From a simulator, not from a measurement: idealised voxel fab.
voxel wiring stack: a process module
The cross-section shown here is cut; it is 160 nm wide and divided into square cells measuring 5 nm on a side.
The cross-sections in this document take the form of a grid made of square cells. They are written out as bands, in order from top to bottom. Each band consists of one or more rows of cells.
The entry gives the band's vertical extent as a top height and a bottom height in nm, then its horizontal make-up as materials from left to right, each with a width in nm. "air" stands for empty space; a single material marked "throughout" fills the band edge to edge.
Heads up on the height convention: 0 is the point under which the incoming wafer is all one material, and the lowest band has no bottom, it just keeps going down, like "top 0, no bottom".
With a width like "30 to 40", each row of cells in the band differs from the next by the same amount, the top row carrying the first number and the bottom row the second.
Reading "stayed the same" for a step: not a cell of the cross-section changed in it.
So "Enclosed voids" is basically the list of trapped voids: any empty space of 8 cells or more that can't reach the top through an opening. They're written width x height at distance, the distance being from the left edge, and it's all nm.
On each step's line, the part that comes after the settings is the simulator's own comment on the step.
The optional step-line setting "overlay nm" applies to steps with a mask and quantifies how far to the right of its planned location the mask lay, a negative value indicating leftward placement.
Read each pair as before and after one process step. The after cross-section shows only down to the lowest band that changed. The step between them and its settings are given below the pair. Pairs can come from different runs of this module on the same starting wafer. A pair continues from the pair above only where its "Prior to processing" entry says so.
PRIOR TO PROCESSING
> top 85, bottom 65  SiO2=45; TiN=5; W=15; TiN=5; SiO2=20; TiN=5; W=15; TiN=5; SiO2=45
> top 65, bottom 60  SiCN=45; TiN=25; SiCN=20; TiN=25; SiCN=45
> top 60, bottom 45  lowk=45; Ru=15; lowk=30; Ru=15; lowk=55
> top 45, bottom 40  SiCN=45; Ru=15; SiCN=30; Ru=15; SiCN=55
> top 40, bottom 35  TiN=50; Cu=15; TiN=30; Cu=15; TiN=50
> top 35, bottom 20  lowk=45; TiN=5; Cu=15; TiN=5; lowk=20; TiN=5; Cu=15; TiN=5; lowk=45
> top 20, bottom 15  lowk=45; TiN=25; lowk=20; TiN=25; lowk=45
> top 15, bottom 0  SiO2 throughout
> top 0, no bottom  Si throughout
> Enclosed voids: none
POST-PROCESS SECTION
> top 90, bottom 85  SiCN throughout
> Below 85, no change.
> Enclosed voids: none
The process step bridging the two cross-sections above: CONFORMAL_DEP: material SiCN, thk nm 5
Prior to processing: look at the pair above, its after cross-section is where this step starts.
POST-PROCESS SECTION
> top 125, bottom 90  SiO2 throughout
> Below 90, no change.
> Enclosed voids: none
The process step bridging the two cross-sections above: DIRECTIONAL_DEP: material SiO2, thk nm 35
Prior to processing: look at the pair above, its after cross-section is where this step starts.
POST-PROCESS SECTION
> top 145, bottom 125  resist=45; air=15; resist=30; air=15; resist=55
> Below 125, no change.
> Enclosed voids: none
The process step bridging the two cross-sections above: PATTERN: tone open, mask id METAL_3_HOLES, material resist, width nm 15, pitch nm 45, thk nm 20, overlay nm 0
Prior to processing: look at the pair above, its after cross-section is where this step starts.
POST-PROCESS SECTION
> top 145, bottom 125  resist=45; air=15; resist=30; air=15; resist=55
> top 125, bottom 90  SiO2=45; air=15; SiO2=30; air=15; SiO2=55
> Below 90, no change.
> Enclosed voids: none
The process step bridging the two cross-sections above: DIRECTIONAL_ETCH: etch materials SiO2, depth nm 35
Prior to processing: look at the pair above, its after cross-section is where this step starts.
POST-PROCESS SECTION
> top 125, bottom 90  SiO2=45; air=15; SiO2=30; air=15; SiO2=55
> Below 90, no change.
> Enclosed voids: none
The process step bridging the two cross-sections above: STRIP: etch materials resist
Prior to processing: look at the pair above, its after cross-section is where this step starts.
POST-PROCESS SECTION
> top 135, bottom 125  aC=45; air=15; aC=30; air=15; aC=55
> top 125, bottom 100  SiO2=45; air=15; SiO2=30; air=15; SiO2=55
> top 100, bottom 90  SiO2=45; aC=15; SiO2=30; aC=15; SiO2=55
> Below 90, no change.
> Enclosed voids: none
The process step bridging the two cross-sections above: DIRECTIONAL_DEP: material aC, thk nm 10
Prior to processing: look at the pair above, its after cross-section is where this step starts.
POST-PROCESS SECTION
> top 165, bottom 135  resist=45; air=25; resist=20; air=25; resist=45
> Below 135, no change.
> Enclosed voids: none
The process step bridging the two cross-sections above: PATTERN: tone open, mask id METAL_3, material resist, width nm 25, pitch nm 45, thk nm 30, overlay nm 0
Prior to processing: look at the pair above, its after cross-section is where this step starts.
POST-PROCESS SECTION
> top 155, bottom 135  resist=45; air=25; resist=20; air=25; resist=45
> top 135, bottom 125  aC=45; air=25; aC=20; air=25; aC=45
> top 125, bottom 90  SiO2=45; air=15; SiO2=30; air=15; SiO2=55
> Below 90, no change.
> Enclosed voids: none
The process step bridging the two cross-sections above: DIRECTIONAL_ETCH: etch materials aC, depth nm 10
Prior to processing: look at the pair above, its after cross-section is where this step starts.
POST-PROCESS SECTION
> top 135, bottom 125  aC=45; air=25; aC=20; air=25; aC=45
> Below 125, no change.
> Enclosed voids: none
The process step bridging the two cross-sections above: STRIP: etch materials resist
Prior to processing: look at the pair above, its after cross-section is where this step starts.
POST-PROCESS SECTION
> top 135, bottom 125  aC=45; air=25; aC=20; air=25; aC=45
> top 125, bottom 105  SiO2=45; air=25; SiO2=20; air=25; SiO2=45
> Below 105, no change.
> Enclosed voids: none
The process step bridging the two cross-sections above: DIRECTIONAL_ETCH: etch materials SiO2, depth nm 20
Prior to processing: look at the pair above, its after cross-section is where this step starts.
POST-PROCESS SECTION
> top 135, bottom 125  aC=45; air=25; aC=20; air=25; aC=45
> top 125, bottom 105  SiO2=45; air=25; SiO2=20; air=25; SiO2=45
> top 105, bottom 90  SiO2=45; air=15; SiO2=30; air=15; SiO2=55
> top 90, bottom 85  SiCN=45; air=15; SiCN=30; air=15; SiCN=55
> Below 85, no change.
> Enclosed voids: none
The process step bridging the two cross-sections above: DIRECTIONAL_ETCH: etch materials SiCN, depth nm 5
Prior to processing: look at the pair above, its after cross-section is where this step starts.
POST-PROCESS SECTION
> top 125, bottom 105  SiO2=45; air=25; SiO2=20; air=25; SiO2=45
> Below 105, no change.
> Enclosed voids: none
The process step bridging the two cross-sections above: STRIP: etch materials aC
Prior to processing: look at the pair above, its after cross-section is where this step starts.
POST-PROCESS SECTION
> top 130, bottom 125  TiN=50; air=15; TiN=30; air=15; TiN=50
> top 125, bottom 110  SiO2=45; TiN=5; air=15; TiN=5; SiO2=20; TiN=5; air=15; TiN=5; SiO2=45
> top 110, bottom 105  SiO2=45; TiN=5; air=5; TiN=15; SiO2=20; TiN=5; air=5; TiN=15; SiO2=45
> top 105, bottom 90  SiO2=45; TiN=5; air=5; TiN=5; SiO2=30; TiN=5; air=5; TiN=5; SiO2=55
> top 90, bottom 85  SiCN=45; TiN=15; SiCN=30; TiN=15; SiCN=55
> Below 85, no change.
> Enclosed voids: none
The process step bridging the two cross-sections above: CONFORMAL_DEP: material TiN, thk nm 5
Prior to processing: look at the pair above, its after cross-section is where this step starts.
POST-PROCESS SECTION
> top 140, bottom 130  Cu throughout
> top 130, bottom 125  TiN=50; Cu=15; TiN=30; Cu=15; TiN=50
> top 125, bottom 110  SiO2=45; TiN=5; Cu=15; TiN=5; SiO2=20; TiN=5; Cu=15; TiN=5; SiO2=45
> top 110, bottom 105  SiO2=45; TiN=5; Cu=5; TiN=15; SiO2=20; TiN=5; Cu=5; TiN=15; SiO2=45
> top 105, bottom 90  SiO2=45; TiN=5; Cu=5; TiN=5; SiO2=30; TiN=5; Cu=5; TiN=5; SiO2=55
> Below 90, no change.
> Enclosed voids: none
The process step bridging the two cross-sections above: FILL_DEP: material Cu, thk nm 10
Prior to processing: look at the pair above, its after cross-section is where this step starts.
POST-PROCESS SECTION
> top 125, bottom 110  SiO2=45; TiN=5; Cu=15; TiN=5; SiO2=20; TiN=5; Cu=15; TiN=5; SiO2=45
> Below 110, no change.
> Enclosed voids: none
The process step bridging the two cross-sections above: CMP: height nm 125
Prior to processing: look at the pair above, its after cross-section is where this step starts.
POST-PROCESS SECTION
> top 130, bottom 125  SiCN throughout
> Below 125, no change.
> Enclosed voids: none
The process step bridging the two cross-sections above: CONFORMAL_DEP: material SiCN, thk nm 5
Prior to processing: look at the pair above, its after cross-section is where this step starts.
POST-PROCESS SECTION
> top 140, bottom 130  SiO2 throughout
> Below 130, no change.
> Enclosed voids: none
The process step bridging the two cross-sections above: DIRECTIONAL_DEP: material SiO2, thk nm 10
Prior to processing: look at the pair above, its after cross-section is where this step starts.
POST-PROCESS SECTION
> top 155, bottom 140  resist=45; air=15; resist=30; air=15; resist=55
> Below 140, no change.
> Enclosed voids: none
The process step bridging the two cross-sections above: PATTERN: tone open, mask id PLUG_3, material resist, width nm 15, pitch nm 45, thk nm 15, overlay nm 0
Prior to processing: look at the pair above, its after cross-section is where this step starts.
POST-PROCESS SECTION
> top 155, bottom 140  resist=45; air=15; resist=30; air=15; resist=55
> top 140, bottom 130  SiO2=45; air=15; SiO2=30; air=15; SiO2=55
> Below 130, no change.
> Enclosed voids: none
The process step bridging the two cross-sections above: DIRECTIONAL_ETCH: etch materials SiO2, depth nm 10
Prior to processing: look at the pair above, its after cross-section is where this step starts.
POST-PROCESS SECTION
> top 155, bottom 140  resist=45; air=15; resist=30; air=15; resist=55
> top 140, bottom 130  SiO2=45; air=15; SiO2=30; air=15; SiO2=55
> top 130, bottom 125  SiCN=45; air=15; SiCN=30; air=15; SiCN=55
> Below 125, no change.
> Enclosed voids: none
The process step bridging the two cross-sections above: DIRECTIONAL_ETCH: etch materials SiCN, depth nm 5
Prior to processing: look at the pair above, its after cross-section is where this step starts.
POST-PROCESS SECTION
> top 140, bottom 130  SiO2=45; air=15; SiO2=30; air=15; SiO2=55
> Below 130, no change.
> Enclosed voids: none
The process step bridging the two cross-sections above: STRIP: etch materials resist
Prior to processing: look at the pair above, its after cross-section is where this step starts.
POST-PROCESS SECTION
> top 140, bottom 135  SiO2=45; air=15; SiO2=30; air=15; SiO2=55
> top 135, bottom 130  SiO2=45; Ru=15; SiO2=30; Ru=15; SiO2=55
> top 130, bottom 125  SiCN=45; Ru=15; SiCN=30; Ru=15; SiCN=55
> Below 125, no change.
> Enclosed voids: none
The process step bridging the two cross-sections above: EPI: material Ru, thk nm 10
Prior to processing: look at the pair above, its after cross-section is where this step starts.
POST-PROCESS SECTION
> top 140, bottom 130  SiO2=45; Ru=15; SiO2=30; Ru=15; SiO2=55
> Below 130, no change.
> Enclosed voids: none
The process step bridging the two cross-sections above: EPI: material Ru, thk nm 5
Prior to processing: look at the pair above, its after cross-section is where this step starts.
POST-PROCESS SECTION
> top 145, bottom 140  TiN throughout
> Below 140, no change.
> Enclosed voids: none
The process step bridging the two cross-sections above: DIRECTIONAL_DEP: material TiN, thk nm 5
Prior to processing: look at the pair above, its after cross-section is where this step starts.
POST-PROCESS SECTION
> top 165, bottom 145  Ru throughout
> Below 145, no change.
> Enclosed voids: none
The process step bridging the two cross-sections above: DIRECTIONAL_DEP: material Ru, thk nm 20
Prior to processing: look at the pair above, its after cross-section is where this step starts.
POST-PROCESS SECTION
> top 180, bottom 165  air=45; resist=25; air=20; resist=25; air=45
> Below 165, no change.
> Enclosed voids: none
The process step bridging the two cross-sections above: PATTERN: tone cover, mask id METAL_4, material resist, width nm 25, pitch nm 45, thk nm 15, overlay nm 0
Prior to processing: look at the pair above, its after cross-section is where this step starts.
POST-PROCESS SECTION
> top 180, bottom 165  air=45; resist=25; air=20; resist=25; air=45
> top 165, bottom 145  air=45; Ru=25; air=20; Ru=25; air=45
> Below 145, no change.
> Enclosed voids: none
The process step bridging the two cross-sections above: DIRECTIONAL_ETCH: etch materials Ru, depth nm 20
Prior to processing: look at the pair above, its after cross-section is where this step starts.
POST-PROCESS SECTION
> top 180, bottom 165  air=45; resist=25; air=20; resist=25; air=45
> top 165, bottom 145  air=45; Ru=25; air=20; Ru=25; air=45
> top 145, bottom 140  air=45; TiN=25; air=20; TiN=25; air=45
> Below 140, no change.
> Enclosed voids: none
The process step bridging the two cross-sections above: DIRECTIONAL_ETCH: etch materials TiN, depth nm 5
Prior to processing: look at the pair above, its after cross-section is where this step starts.
POST-PROCESS SECTION
> top 165, bottom 145  air=45; Ru=25; air=20; Ru=25; air=45
> Below 145, no change.
> Enclosed voids: none
The process step bridging the two cross-sections above: STRIP: etch materials resist
Prior to processing: look at the pair above, its after cross-section is where this step starts.
POST-PROCESS SECTION
> top 170, bottom 165  air=40; SiN=35; air=10; SiN=35; air=40
> top 165, bottom 145  air=40; SiN=5; Ru=25; SiN=5; air=10; SiN=5; Ru=25; SiN=5; air=40
> top 145, bottom 140  SiN=45; TiN=25; SiN=20; TiN=25; SiN=45
> Below 140, no change.
> Enclosed voids: none
The process step bridging the two cross-sections above: CONFORMAL_DEP: material SiN, thk nm 5
Prior to processing: look at the pair above, its after cross-section is where this step starts.
POST-PROCESS SECTION
> top 180, bottom 170  lowk throughout
> top 170, bottom 165  lowk=40; SiN=35; lowk=10; SiN=35; lowk=40
> top 165, bottom 145  lowk=40; SiN=5; Ru=25; SiN=5; lowk=10; SiN=5; Ru=25; SiN=5; lowk=40
> Below 145, no change.
> Enclosed voids: none
The process step bridging the two cross-sections above: FILL_DEP: material lowk, thk nm 10
Prior to processing: look at the pair above, its after cross-section is where this step starts.
POST-PROCESS SECTION
> top 165, bottom 145  lowk=40; SiN=5; Ru=25; SiN=5; lowk=10; SiN=5; Ru=25; SiN=5; lowk=40
> Below 145, no change.
> Enclosed voids: none
The process step bridging the two cross-sections above: CMP: height nm 165
Prior to processing: look at the pair above, its after cross-section is where this step starts.
POST-PROCESS SECTION
> top 170, bottom 165  SiCN throughout
> Below 165, no change.
> Enclosed voids: none
The process step bridging the two cross-sections above: CONFORMAL_DEP: material SiCN, thk nm 5
PRIOR TO PROCESSING
> top 15, bottom 0  SiO2 throughout
> top 0, no bottom  Si throughout
> Enclosed voids: none
POST-PROCESS SECTION
> top 30, bottom 0  SiO2 throughout
> Below 0, no change.
> Enclosed voids: none
The process step bridging the two cross-sections above: CONFORMAL_DEP: material SiO2, thk nm 15
Prior to processing: look at the pair above, its after cross-section is where this step starts.
POST-PROCESS SECTION
> top 35, bottom 30  SiCN throughout
> Below 30, no change.
> Enclosed voids: none
The process step bridging the two cross-sections above: CONFORMAL_DEP: material SiCN, thk nm 5
Prior to processing: look at the pair above, its after cross-section is where this step starts.
POST-PROCESS SECTION
> top 55, bottom 35  lowk throughout
> Below 35, no change.
> Enclosed voids: none
The process step bridging the two cross-sections above: DIRECTIONAL_DEP: material lowk, thk nm 20
Prior to processing: look at the pair above, its after cross-section is where this step starts.
POST-PROCESS SECTION
> top 70, bottom 55  aC throughout
> Below 55, no change.
> Enclosed voids: none
The process step bridging the two cross-sections above: DIRECTIONAL_DEP: material aC, thk nm 15
Prior to processing: look at the pair above, its after cross-section is where this step starts.
POST-PROCESS SECTION
> top 100, bottom 70  resist=45; air=25; resist=20; air=25; resist=45
> Below 70, no change.
> Enclosed voids: none
The process step bridging the two cross-sections above: PATTERN: tone open, mask id METAL_1, material resist, width nm 25, pitch nm 45, thk nm 30, overlay nm 0
Prior to processing: look at the pair above, its after cross-section is where this step starts.
POST-PROCESS SECTION
> top 85, bottom 70  resist=45; air=25; resist=20; air=25; resist=45
> top 70, bottom 55  aC=45; air=25; aC=20; air=25; aC=45
> Below 55, no change.
> Enclosed voids: none
The process step bridging the two cross-sections above: DIRECTIONAL_ETCH: etch materials aC, depth nm 15
Prior to processing: look at the pair above, its after cross-section is where this step starts.
POST-PROCESS SECTION
> top 70, bottom 55  aC=45; air=25; aC=20; air=25; aC=45
> Below 55, no change.
> Enclosed voids: none
The process step bridging the two cross-sections above: STRIP: etch materials resist
Prior to processing: look at the pair above, its after cross-section is where this step starts.
POST-PROCESS SECTION
> top 70, bottom 55  aC=45; air=25; aC=20; air=25; aC=45
> top 55, bottom 35  lowk=45; air=25; lowk=20; air=25; lowk=45
> Below 35, no change.
> Enclosed voids: none
The process step bridging the two cross-sections above: DIRECTIONAL_ETCH: etch materials lowk, depth nm 20
Prior to processing: look at the pair above, its after cross-section is where this step starts.
POST-PROCESS SECTION
> top 70, bottom 55  aC=45; air=25; aC=20; air=25; aC=45
> top 55, bottom 35  lowk=45; air=25; lowk=20; air=25; lowk=45
> top 35, bottom 30  SiCN=45; air=25; SiCN=20; air=25; SiCN=45
> Below 30, no change.
> Enclosed voids: none
The process step bridging the two cross-sections above: DIRECTIONAL_ETCH: etch materials SiCN, depth nm 5
Prior to processing: look at the pair above, its after cross-section is where this step starts.
POST-PROCESS SECTION
> top 55, bottom 35  lowk=45; air=25; lowk=20; air=25; lowk=45
> Below 35, no change.
> Enclosed voids: none
The process step bridging the two cross-sections above: STRIP: etch materials aC
Prior to processing: look at the pair above, its after cross-section is where this step starts.
POST-PROCESS SECTION
> top 60, bottom 55  TiN=50; air=15; TiN=30; air=15; TiN=50
> top 55, bottom 35  lowk=45; TiN=5; air=15; TiN=5; lowk=20; TiN=5; air=15; TiN=5; lowk=45
> top 35, bottom 30  SiCN=45; TiN=25; SiCN=20; TiN=25; SiCN=45
> Below 30, no change.
> Enclosed voids: none
The process step bridging the two cross-sections above: CONFORMAL_DEP: material TiN, thk nm 5
Prior to processing: look at the pair above, its after cross-section is where this step starts.
POST-PROCESS SECTION
> top 65, bottom 60  Cu throughout
> top 60, bottom 55  TiN=50; Cu=15; TiN=30; Cu=15; TiN=50
> top 55, bottom 35  lowk=45; TiN=5; Cu=15; TiN=5; lowk=20; TiN=5; Cu=15; TiN=5; lowk=45
> Below 35, no change.
> Enclosed voids: none
The process step bridging the two cross-sections above: FILL_DEP: material Cu, thk nm 5
Prior to processing: look at the pair above, its after cross-section is where this step starts.
POST-PROCESS SECTION
> top 40, bottom 35  lowk=45; TiN=5; Cu=15; TiN=5; lowk=20; TiN=5; Cu=15; TiN=5; lowk=45
> Below 35, no change.
> Enclosed voids: none
The process step bridging the two cross-sections above: CMP: height nm 40
Prior to processing: look at the pair above, its after cross-section is where this step starts.
POST-PROCESS SECTION
> top 45, bottom 40  SiCN throughout
> Below 40, no change.
> Enclosed voids: none
The process step bridging the two cross-sections above: CONFORMAL_DEP: material SiCN, thk nm 5
Prior to processing: look at the pair above, its after cross-section is where this step starts.
POST-PROCESS SECTION
> top 60, bottom 45  lowk throughout
> Below 45, no change.
> Enclosed voids: none
The process step bridging the two cross-sections above: DIRECTIONAL_DEP: material lowk, thk nm 15
Prior to processing: look at the pair above, its after cross-section is where this step starts.
POST-PROCESS SECTION
> top 60, bottom 45  lowk=45; air=15; lowk=30; air=15; lowk=55
> Below 45, no change.
> Enclosed voids: none
The process step bridging the two cross-sections above: MASKED_ETCH: tone open, mask id PLUG_1, width nm 15, pitch nm 45, etch materials lowk, depth nm 15, overlay nm 0
Prior to processing: look at the pair above, its after cross-section is where this step starts.
POST-PROCESS SECTION
> top 60, bottom 45  lowk=45; air=15; lowk=30; air=15; lowk=55
> top 45, bottom 40  SiCN=45; air=15; SiCN=30; air=15; SiCN=55
> Below 40, no change.
> Enclosed voids: none
The process step bridging the two cross-sections above: MASKED_ETCH: tone open, mask id PLUG_1, width nm 15, pitch nm 45, etch materials SiCN, depth nm 5, overlay nm 0
Prior to processing: look at the pair above, its after cross-section is where this step starts.
POST-PROCESS SECTION
> top 60, bottom 50  lowk=45; air=15; lowk=30; air=15; lowk=55
> top 50, bottom 45  lowk=45; Ru=15; lowk=30; Ru=15; lowk=55
> top 45, bottom 40  SiCN=45; Ru=15; SiCN=30; Ru=15; SiCN=55
> Below 40, no change.
> Enclosed voids: none
The process step bridging the two cross-sections above: EPI: material Ru, thk nm 10
Prior to processing: look at the pair above, its after cross-section is where this step starts.
POST-PROCESS SECTION
> top 60, bottom 45  lowk=45; Ru=15; lowk=30; Ru=15; lowk=55
> Below 45, no change.
> Enclosed voids: none
The process step bridging the two cross-sections above: EPI: material Ru, thk nm 10
Prior to processing: look at the pair above, its after cross-section is where this step starts.
POST-PROCESS SECTION
> top 65, bottom 60  SiCN throughout
> Below 60, no change.
> Enclosed voids: none
The process step bridging the two cross-sections above: CONFORMAL_DEP: material SiCN, thk nm 5
Prior to processing: look at the pair above, its after cross-section is where this step starts.
POST-PROCESS SECTION
> top 85, bottom 65  SiO2 throughout
> Below 65, no change.
> Enclosed voids: none
The process step bridging the two cross-sections above: DIRECTIONAL_DEP: material SiO2, thk nm 20
Prior to processing: look at the pair above, its after cross-section is where this step starts.
POST-PROCESS SECTION
> top 100, bottom 85  resist=45; air=25; resist=20; air=25; resist=45
> Below 85, no change.
> Enclosed voids: none
The process step bridging the two cross-sections above: PATTERN: tone open, mask id METAL_2, material resist, width nm 25, pitch nm 45, thk nm 15, overlay nm 0
Prior to processing: look at the pair above, its after cross-section is where this step starts.
POST-PROCESS SECTION
> top 100, bottom 85  resist=45; air=25; resist=20; air=25; resist=45
> top 85, bottom 65  SiO2=45; air=25; SiO2=20; air=25; SiO2=45
> Below 65, no change.
> Enclosed voids: none
The process step bridging the two cross-sections above: DIRECTIONAL_ETCH: etch materials SiO2, depth nm 20
Prior to processing: look at the pair above, its after cross-section is where this step starts.
POST-PROCESS SECTION
> top 100, bottom 85  resist=45; air=25; resist=20; air=25; resist=45
> top 85, bottom 65  SiO2=45; air=25; SiO2=20; air=25; SiO2=45
> top 65, bottom 60  SiCN=45; air=25; SiCN=20; air=25; SiCN=45
> Below 60, no change.
> Enclosed voids: none
The process step bridging the two cross-sections above: DIRECTIONAL_ETCH: etch materials SiCN, depth nm 5
Prior to processing: look at the pair above, its after cross-section is where this step starts.
POST-PROCESS SECTION
> top 85, bottom 65  SiO2=45; air=25; SiO2=20; air=25; SiO2=45
> Below 65, no change.
> Enclosed voids: none
The process step bridging the two cross-sections above: STRIP: etch materials resist
Prior to processing: look at the pair above, its after cross-section is where this step starts.
POST-PROCESS SECTION
> top 90, bottom 85  TiN=50; air=15; TiN=30; air=15; TiN=50
> top 85, bottom 65  SiO2=45; TiN=5; air=15; TiN=5; SiO2=20; TiN=5; air=15; TiN=5; SiO2=45
> top 65, bottom 60  SiCN=45; TiN=25; SiCN=20; TiN=25; SiCN=45
> Below 60, no change.
> Enclosed voids: none
The process step bridging the two cross-sections above: CONFORMAL_DEP: material TiN, thk nm 5
Prior to processing: look at the pair above, its after cross-section is where this step starts.
POST-PROCESS SECTION
> top 100, bottom 90  W throughout
> top 90, bottom 85  TiN=50; W=15; TiN=30; W=15; TiN=50
> top 85, bottom 65  SiO2=45; TiN=5; W=15; TiN=5; SiO2=20; TiN=5; W=15; TiN=5; SiO2=45
> Below 65, no change.
> Enclosed voids: none
The process step bridging the two cross-sections above: FILL_DEP: material W, thk nm 10
Prior to processing: look at the pair above, its after cross-section is where this step starts.
POST-PROCESS SECTION
> top 85, bottom 65  SiO2=45; TiN=5; W=15; TiN=5; SiO2=20; TiN=5; W=15; TiN=5; SiO2=45
> Below 65, no change.
> Enclosed voids: none
The process step bridging the two cross-sections above: CMP: height nm 85
Prior to processing: look at the pair above, its after cross-section is where this step starts.
POST-PROCESS SECTION
> top 90, bottom 85  SiCN throughout
> Below 85, no change.
> Enclosed voids: none
The process step bridging the two cross-sections above: CONFORMAL_DEP: material SiCN, thk nm 5
Prior to processing: look at the pair above, its after cross-section is where this step starts.
POST-PROCESS SECTION
> top 125, bottom 90  SiO2 throughout
> Below 90, no change.
> Enclosed voids: none
The process step bridging the two cross-sections above: DIRECTIONAL_DEP: material SiO2, thk nm 35
Prior to processing: look at the pair above, its after cross-section is where this step starts.
POST-PROCESS SECTION
> top 145, bottom 125  resist=45; air=15; resist=30; air=15; resist=55
> Below 125, no change.
> Enclosed voids: none
The process step bridging the two cross-sections above: PATTERN: tone open, mask id METAL_3_HOLES, material resist, width nm 15, pitch nm 45, thk nm 20, overlay nm 0
Prior to processing: look at the pair above, its after cross-section is where this step starts.
POST-PROCESS SECTION
> top 145, bottom 125  resist=45; air=15; resist=30; air=15; resist=55
> top 125, bottom 90  SiO2=45; air=15; SiO2=30; air=15; SiO2=55
> Below 90, no change.
> Enclosed voids: none
The process step bridging the two cross-sections above: DIRECTIONAL_ETCH: etch materials SiO2, depth nm 35
Prior to processing: look at the pair above, its after cross-section is where this step starts.
POST-PROCESS SECTION
> top 125, bottom 90  SiO2=45; air=15; SiO2=30; air=15; SiO2=55
> Below 90, no change.
> Enclosed voids: none
The process step bridging the two cross-sections above: STRIP: etch materials resist
Prior to processing: look at the pair above, its after cross-section is where this step starts.
POST-PROCESS SECTION
> top 135, bottom 125  aC=45; air=15; aC=30; air=15; aC=55
> top 125, bottom 100  SiO2=45; air=15; SiO2=30; air=15; SiO2=55
> top 100, bottom 90  SiO2=45; aC=15; SiO2=30; aC=15; SiO2=55
> Below 90, no change.
> Enclosed voids: none
The process step bridging the two cross-sections above: DIRECTIONAL_DEP: material aC, thk nm 10
Prior to processing: look at the pair above, its after cross-section is where this step starts.
POST-PROCESS SECTION
> top 165, bottom 135  resist=45; air=25; resist=20; air=25; resist=45
> Below 135, no change.
> Enclosed voids: none
The process step bridging the two cross-sections above: PATTERN: tone open, mask id METAL_3, material resist, width nm 25, pitch nm 45, thk nm 30, overlay nm 0
Prior to processing: look at the pair above, its after cross-section is where this step starts.
POST-PROCESS SECTION
> top 155, bottom 135  resist=45; air=25; resist=20; air=25; resist=45
> top 135, bottom 125  aC=45; air=25; aC=20; air=25; aC=45
> top 125, bottom 90  SiO2=45; air=15; SiO2=30; air=15; SiO2=55
> Below 90, no change.
> Enclosed voids: none
The process step bridging the two cross-sections above: DIRECTIONAL_ETCH: etch materials aC, depth nm 10
Prior to processing: look at the pair above, its after cross-section is where this step starts.
POST-PROCESS SECTION
> top 135, bottom 125  aC=45; air=25; aC=20; air=25; aC=45
> Below 125, no change.
> Enclosed voids: none
The process step bridging the two cross-sections above: STRIP: etch materials resist
Prior to processing: look at the pair above, its after cross-section is where this step starts.
POST-PROCESS SECTION
> top 135, bottom 125  aC=45; air=25; aC=20; air=25; aC=45
> top 125, bottom 105  SiO2=45; air=25; SiO2=20; air=25; SiO2=45
> Below 105, no change.
> Enclosed voids: none
The process step bridging the two cross-sections above: DIRECTIONAL_ETCH: etch materials SiO2, depth nm 20
Prior to processing: look at the pair above, its after cross-section is where this step starts.
POST-PROCESS SECTION
> top 135, bottom 125  aC=45; air=25; aC=20; air=25; aC=45
> top 125, bottom 105  SiO2=45; air=25; SiO2=20; air=25; SiO2=45
> top 105, bottom 90  SiO2=45; air=15; SiO2=30; air=15; SiO2=55
> top 90, bottom 85  SiCN=45; air=15; SiCN=30; air=15; SiCN=55
> Below 85, no change.
> Enclosed voids: none
The process step bridging the two cross-sections above: DIRECTIONAL_ETCH: etch materials SiCN, depth nm 5
Prior to processing: look at the pair above, its after cross-section is where this step starts.
POST-PROCESS SECTION
> top 125, bottom 105  SiO2=45; air=25; SiO2=20; air=25; SiO2=45
> Below 105, no change.
> Enclosed voids: none
The process step bridging the two cross-sections above: STRIP: etch materials aC
Prior to processing: look at the pair above, its after cross-section is where this step starts.
POST-PROCESS SECTION
> top 130, bottom 125  TiN=50; air=15; TiN=30; air=15; TiN=50
> top 125, bottom 110  SiO2=45; TiN=5; air=15; TiN=5; SiO2=20; TiN=5; air=15; TiN=5; SiO2=45
> top 110, bottom 105  SiO2=45; TiN=5; air=5; TiN=15; SiO2=20; TiN=5; air=5; TiN=15; SiO2=45
> top 105, bottom 90  SiO2=45; TiN=5; air=5; TiN=5; SiO2=30; TiN=5; air=5; TiN=5; SiO2=55
> top 90, bottom 85  SiCN=45; TiN=15; SiCN=30; TiN=15; SiCN=55
> Below 85, no change.
> Enclosed voids: none
The process step bridging the two cross-sections above: CONFORMAL_DEP: material TiN, thk nm 5
Prior to processing: look at the pair above, its after cross-section is where this step starts.
POST-PROCESS SECTION
> top 140, bottom 130  Cu throughout
> top 130, bottom 125  TiN=50; Cu=15; TiN=30; Cu=15; TiN=50
> top 125, bottom 110  SiO2=45; TiN=5; Cu=15; TiN=5; SiO2=20; TiN=5; Cu=15; TiN=5; SiO2=45
> top 110, bottom 105  SiO2=45; TiN=5; Cu=5; TiN=15; SiO2=20; TiN=5; Cu=5; TiN=15; SiO2=45
> top 105, bottom 90  SiO2=45; TiN=5; Cu=5; TiN=5; SiO2=30; TiN=5; Cu=5; TiN=5; SiO2=55
> Below 90, no change.
> Enclosed voids: none
The process step bridging the two cross-sections above: FILL_DEP: material Cu, thk nm 10
Prior to processing: look at the pair above, its after cross-section is where this step starts.
POST-PROCESS SECTION
> top 125, bottom 110  SiO2=45; TiN=5; Cu=15; TiN=5; SiO2=20; TiN=5; Cu=15; TiN=5; SiO2=45
> Below 110, no change.
> Enclosed voids: none
The process step bridging the two cross-sections above: CMP: height nm 125
Prior to processing: look at the pair above, its after cross-section is where this step starts.
POST-PROCESS SECTION
> top 130, bottom 125  SiCN throughout
> Below 125, no change.
> Enclosed voids: none
The process step bridging the two cross-sections above: CONFORMAL_DEP: material SiCN, thk nm 5
Prior to processing: look at the pair above, its after cross-section is where this step starts.
POST-PROCESS SECTION
> top 140, bottom 130  SiO2 throughout
> Below 130, no change.
> Enclosed voids: none
The process step bridging the two cross-sections above: DIRECTIONAL_DEP: material SiO2, thk nm 10
Prior to processing: look at the pair above, its after cross-section is where this step starts.
POST-PROCESS SECTION
> top 155, bottom 140  resist=45; air=15; resist=30; air=15; resist=55
> Below 140, no change.
> Enclosed voids: none
The process step bridging the two cross-sections above: PATTERN: tone open, mask id PLUG_3, material resist, width nm 15, pitch nm 45, thk nm 15, overlay nm 0
Prior to processing: look at the pair above, its after cross-section is where this step starts.
POST-PROCESS SECTION
> top 155, bottom 140  resist=45; air=15; resist=30; air=15; resist=55
> top 140, bottom 130  SiO2=45; air=15; SiO2=30; air=15; SiO2=55
> Below 130, no change.
> Enclosed voids: none
The process step bridging the two cross-sections above: DIRECTIONAL_ETCH: etch materials SiO2, depth nm 10
Prior to processing: look at the pair above, its after cross-section is where this step starts.
POST-PROCESS SECTION
> top 155, bottom 140  resist=45; air=15; resist=30; air=15; resist=55
> top 140, bottom 130  SiO2=45; air=15; SiO2=30; air=15; SiO2=55
> top 130, bottom 125  SiCN=45; air=15; SiCN=30; air=15; SiCN=55
> Below 125, no change.
> Enclosed voids: none
The process step bridging the two cross-sections above: DIRECTIONAL_ETCH: etch materials SiCN, depth nm 5
